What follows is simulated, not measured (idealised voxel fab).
process module | voxel transistor to metal
cross-section cut | 250 nm wide | cells 5 nm
A cross-section is a grid of square cells, given in bands from the top down. A band is one or more rows of cells.
Each band's line starts with the height of the band's top and of its bottom, in nm. Then come its materials from left to right, each with its width in nm. One material with "throughout" fills the band from edge to edge. "air" is empty space.
Height 0 is the level under which the wafer as received is all one material. The lowest band goes on downwards, as in "0 down".
A width such as "30 to 40" changes by the same amount from each row of cells to the next, from the band's top row to its bottom row.
"no change" after a step means that no cell of the cross-section changed.
closed voids: empty space of 8 cells or more with no open way to the top, each as width x height at its distance from the left edge, in nm
after a step's settings: what the simulator itself notes on the step
overlay nm, on a step with a mask: how far to the right of its planned place the mask lay; to the left if negative
plan
1 op RECEIVE | material Si
2 op OXIDIZE | depth nm 5
3 op CONFORMAL_DEP | material SiN | thk nm 15
4 op PATTERN | tone cover | mask id ACTIVE | material resist | width nm 100 | pitch nm 120 | thk nm 15 | overlay nm 0
5 op DIRECTIONAL_ETCH | etch materials SiN | depth nm 15
6 op DIRECTIONAL_ETCH | etch materials SiO2 | depth nm 5
7 op DIRECTIONAL_ETCH | etch materials Si | depth nm 35
8 op STRIP | etch materials resist
9 op OXIDIZE | depth nm 5
10 op FILL_DEP | material SiO2 | thk nm 5
11 op CMP | height nm 15
12 op SELECTIVE_ETCH | etch materials SiO2 | depth nm 15
13 op STRIP | etch materials SiN
14 op SELECTIVE_ETCH | etch materials SiO2 | depth nm 5
15 op OXIDIZE | depth nm 5
16 op DIRECTIONAL_DEP | material polySi | thk nm 30
17 op DIRECTIONAL_DEP | material SiCN | thk nm 10
18 op MASKED_ETCH | tone cover | mask id GATE | width nm 20 | pitch nm 120 | etch materials SiCN | depth nm 20 | overlay nm 0
19 op MASKED_ETCH | tone cover | mask id GATE | width nm 20 | pitch nm 120 | etch materials polySi | depth nm 40 | overlay nm 0
20 op CONFORMAL_DEP | material SiO2 | thk nm 5
21 op DIRECTIONAL_ETCH | etch materials SiO2 | depth nm 5
22 op CONFORMAL_DEP | material SiN | thk nm 5
23 op DIRECTIONAL_ETCH | etch materials SiN | depth nm 5
24 op DIRECTIONAL_ETCH | etch materials SiO2 | depth nm 5
25 op DIRECTIONAL_ETCH | etch materials Si | depth nm 15
26 op EPI | material pSi | thk nm 15
27 op FILL_DEP | material SiO2 | thk nm 10
28 op CMP | height nm 35
29 op DIRECTIONAL_DEP | material SiO2 | thk nm 15
30 op MASKED_ETCH | tone open | mask id CONTACT | width nm 20 | etch materials SiO2 | depth nm 60 | overlay nm 0
31 op CONFORMAL_DEP | material TiN | thk nm 5
32 op FILL_DEP | material Ru | thk nm 10
33 op CMP | height nm 50
34 op CONFORMAL_DEP | material SiN | thk nm 5
35 op DIRECTIONAL_DEP | material lowk | thk nm 25
36 op DIRECTIONAL_DEP | material aC | thk nm 10
37 op PATTERN | tone open | mask id METAL_1 | material resist | width nm 20 | thk nm 25 | overlay nm -5
38 op DIRECTIONAL_ETCH | etch materials aC | depth nm 10
39 op STRIP | etch materials resist
40 op DIRECTIONAL_ETCH | etch materials lowk | depth nm 25
41 op DIRECTIONAL_ETCH | etch materials SiN | depth nm 5
42 op STRIP | etch materials aC
43 op CONFORMAL_DEP | material TiN | thk nm 5
44 op FILL_DEP | material Cu | thk nm 5
45 op CMP | height nm 80
46 op CONFORMAL_DEP | material SiCN | thk nm 5
47 op DIRECTIONAL_DEP | material lowk | thk nm 25
48 op PATTERN | tone open | mask id METAL_2 | material resist | width nm 20 | pitch nm 120 | thk nm 20 | overlay nm 0
49 op DIRECTIONAL_ETCH | etch materials lowk | depth nm 15
50 op STRIP | etch materials resist
51 op PATTERN | tone open | mask id METAL_2_HOLES | material resist | width nm 15 | pitch nm 120 | thk nm 20 | overlay nm 0
52 op DIRECTIONAL_ETCH | etch materials lowk | depth nm 10
53 op DIRECTIONAL_ETCH | etch materials SiCN | depth nm 5
54 op STRIP | etch materials resist
55 op CONFORMAL_DEP | material TiN | thk nm 5
56 op FILL_DEP | material Cu | thk nm 10
57 op CMP | height nm 110
58 op CONFORMAL_DEP | material SiN | thk nm 5
varied across the wafers: overlay nm of step 37. The plan shows the first wafer's value. All wafers start alike
first wafer as received, after step 1
  0 down: Si throughout
  closed voids: none
each wafer at the end: cells of each material gained (+) or lost (-) since it was received, then its closed voids
overlay nm -5 | +54 Cu | +64 Ru | -258 Si | +60 SiCN | +116 SiN | +398 SiO2 | +188 TiN | +384 lowk | +96 pSi | +48 polySi | closed voids: none
overlay nm 0 | +54 Cu | +64 Ru | -258 Si | +60 SiCN | +116 SiN | +398 SiO2 | +188 TiN | +384 lowk | +96 pSi | +48 polySi | closed voids: none
overlay nm 5 | +54 Cu | +64 Ru | -258 Si | +60 SiCN | +116 SiN | +398 SiO2 | +188 TiN | +384 lowk | +96 pSi | +48 polySi | closed voids: none
